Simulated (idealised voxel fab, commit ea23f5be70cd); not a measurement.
The document below concerns the process module designated voxel self aligned vias.
The cross-section on display is named cut; it measures 235 nm wide, and its cells are 5 nm squares.
This document writes a cross-section as a grid whose cells are square, and gives it as bands, listed from the top down; one or more rows of cells form a band.
This entry defines a band. It first specifies the height of the band's top and the height of its bottom in nm, and then specifies the band's materials from left to right, stating each material with its width in nm. The word "edge to edge" identifies a single material that fills the band from edge to edge, while the word "air" identifies empty space.
Heights are reckoned from 0. Under this level, the received wafer is all of one material. The bottommost band is open-ended downward, for example "0 down".
A width given as "30..40" starts at the first number in the band's top row and ends at the second number in its bottom row, shifting by an equal amount at every step from row to row.
Step marked "nothing was modified"? Then no cell in the cross-section changed in it.
So "Voids, fully enclosed" is basically the list of trapped voids: any empty space of 8 cells or more that can't reach the top through an opening. They're written width x height at distance, the distance being from the left edge, and it's all nm.
Heads up: the bit after the settings on a step's line is the simulator's remark on that step.
Each step line may optionally specify "overlay nm", which for a step with a mask gives the rightward distance between the mask's planned place and where it lay, a negative value indicating the leftward direction.
Process steps foreseen in the plan:
step 1: RECEIVE: material Si
step 2: CONFORMAL_DEP: material SiO2, thk nm 10
step 3: CONFORMAL_DEP: material SiCN, thk nm 5
step 4: DIRECTIONAL_DEP: material lowk, thk nm 30
step 5: PATTERN: tone open, mask id LINES, material resist, width nm 25, pitch nm 65, thk nm 15, overlay nm 0
step 6: DIRECTIONAL_ETCH: etch materials lowk, depth nm 30
step 7: STRIP: etch materials resist
step 8: CONFORMAL_DEP: material TiN, thk nm 5
step 9: FILL_DEP: material Ru, thk nm 5
step 10: CMP: height nm 45
step 11: SELECTIVE_ETCH: etch materials W Ru TiN, depth nm 5
step 12: FILL_DEP: material SiN, thk nm 5
step 13: CMP: height nm 45
step 14: DIRECTIONAL_DEP: material lowk, thk nm 20
step 15: MASKED_ETCH: tone open, mask id VIAS, width nm 35, pitch nm 65, etch materials lowk, depth nm 20, overlay nm 0
step 16: MASKED_ETCH: tone open, mask id VIAS, width nm 35, pitch nm 65, etch materials SiN, depth nm 5, overlay nm 0
step 17: CONFORMAL_DEP: material TiN, thk nm 5
step 18: FILL_DEP: material W, thk nm 10
step 19: CMP: height nm 65
step 20: CONFORMAL_DEP: material SiN, thk nm 5
Wafer, first of two, run as planned:
Cross-section: wafer on arrival = after step 1:
	0 down = Si edge to edge
	Voids, fully enclosed: none
Take a look at the wafer's cross-section after step 2:
	10 to 0 = SiO2 edge to edge
	Whatever lies below 0 is exactly as it was before.
Take a look at the wafer's cross-section after step 3:
	15 to 10 = SiCN edge to edge
	Whatever lies below 10 is exactly as it was before.
Take a look at the wafer's cross-section after step 4:
	45 to 15 = lowk edge to edge
	Whatever lies below 15 is exactly as it was before.
Take a look at the wafer's cross-section after step 5:
	60 to 45 = resist 40; air 25; resist 40; air 25; resist 40; air 25; resist 40
	Whatever lies below 45 is exactly as it was before.
Take a look at the wafer's cross-section after step 6:
	60 to 45 = resist 40; air 25; resist 40; air 25; resist 40; air 25; resist 40
	45 to 15 = lowk 40; air 25; lowk 40; air 25; lowk 40; air 25; lowk 40
	Whatever lies below 15 is exactly as it was before.
Take a look at the wafer's cross-section after step 7:
	45 to 15 = lowk 40; air 25; lowk 40; air 25; lowk 40; air 25; lowk 40
	Whatever lies below 15 is exactly as it was before.
Take a look at the wafer's cross-section after step 8:
	50 to 45 = TiN 45; air 15; TiN 50; air 15; TiN 50; air 15; TiN 45
	45 to 20 = lowk 40; TiN 5; air 15; TiN 5; lowk 40; TiN 5; air 15; TiN 5; lowk 40; TiN 5; air 15; TiN 5; lowk 40
	20 to 15 = lowk 40; TiN 25; lowk 40; TiN 25; lowk 40; TiN 25; lowk 40
	Whatever lies below 15 is exactly as it was before.
Take a look at the wafer's cross-section after step 9:
	55 to 50 = Ru edge to edge
	50 to 45 = TiN 45; Ru 15; TiN 50; Ru 15; TiN 50; Ru 15; TiN 45
	45 to 20 = lowk 40; TiN 5; Ru 15; TiN 5; lowk 40; TiN 5; Ru 15; TiN 5; lowk 40; TiN 5; Ru 15; TiN 5; lowk 40
	Whatever lies below 20 is exactly as it was before.
Take a look at the wafer's cross-section after step 10:
	45 to 20 = lowk 40; TiN 5; Ru 15; TiN 5; lowk 40; TiN 5; Ru 15; TiN 5; lowk 40; TiN 5; Ru 15; TiN 5; lowk 40
	Whatever lies below 20 is exactly as it was before.
Take a look at the wafer's cross-section after step 11:
	45 to 40 = lowk 40; air 25; lowk 40; air 25; lowk 40; air 25; lowk 40
	Whatever lies below 40 is exactly as it was before.
Take a look at the wafer's cross-section after step 12:
	50 to 45 = SiN edge to edge
	45 to 40 = lowk 40; SiN 25; lowk 40; SiN 25; lowk 40; SiN 25; lowk 40
	Whatever lies below 40 is exactly as it was before.
Take a look at the wafer's cross-section after step 13:
	45 to 40 = lowk 40; SiN 25; lowk 40; SiN 25; lowk 40; SiN 25; lowk 40
	Whatever lies below 40 is exactly as it was before.
Take a look at the wafer's cross-section after step 14:
	65 to 45 = lowk edge to edge
	Whatever lies below 45 is exactly as it was before.
Take a look at the wafer's cross-section after step 15:
	65 to 45 = lowk 35; air 35; lowk 30; air 35; lowk 30; air 35; lowk 35
	Whatever lies below 45 is exactly as it was before.
Take a look at the wafer's cross-section after step 16:
	65 to 45 = lowk 35; air 35; lowk 30; air 35; lowk 30; air 35; lowk 35
	45 to 40 = lowk 40; air 25; lowk 40; air 25; lowk 40; air 25; lowk 40
	Whatever lies below 40 is exactly as it was before.
Take a look at the wafer's cross-section after step 17:
	70 to 65 = TiN 40; air 25; TiN 40; air 25; TiN 40; air 25; TiN 40
	65 to 50 = lowk 35; TiN 5; air 25; TiN 5; lowk 30; TiN 5; air 25; TiN 5; lowk 30; TiN 5; air 25; TiN 5; lowk 35
	50 to 45 = lowk 35; TiN 10; air 15; TiN 10; lowk 30; TiN 10; air 15; TiN 10; lowk 30; TiN 10; air 15; TiN 10; lowk 35
	45 to 40 = lowk 40; TiN 25; lowk 40; TiN 25; lowk 40; TiN 25; lowk 40
	Whatever lies below 40 is exactly as it was before.
Take a look at the wafer's cross-section after step 18:
	80 to 70 = W edge to edge
	70 to 65 = TiN 40; W 25; TiN 40; W 25; TiN 40; W 25; TiN 40
	65 to 50 = lowk 35; TiN 5; W 25; TiN 5; lowk 30; TiN 5; W 25; TiN 5; lowk 30; TiN 5; W 25; TiN 5; lowk 35
	50 to 45 = lowk 35; TiN 10; W 15; TiN 10; lowk 30; TiN 10; W 15; TiN 10; lowk 30; TiN 10; W 15; TiN 10; lowk 35
	Whatever lies below 45 is exactly as it was before.
Take a look at the wafer's cross-section after step 19:
	65 to 50 = lowk 35; TiN 5; W 25; TiN 5; lowk 30; TiN 5; W 25; TiN 5; lowk 30; TiN 5; W 25; TiN 5; lowk 35
	Whatever lies below 50 is exactly as it was before.
Take a look at the wafer's cross-section after step 20:
	70 to 65 = SiN edge to edge
	Whatever lies below 65 is exactly as it was before.
Second wafer: same start and same plan as the first, one execution error; identical to the first through step 18:
Second wafer cross-section, taken as of the time the plan sets for step 19 to be done: nothing was modified
Second wafer cross-section, taken as of the time the plan sets for step 20 to be done:
	85 to 80 = SiN edge to edge
	Whatever lies below 80 is exactly as it was before.
Run error: step 19 was dropped from the plan's execution and never run
Bottom line after processing is that, in cells, the second wafer is up or down on some materials versus the first: +32 TiN, +109 W
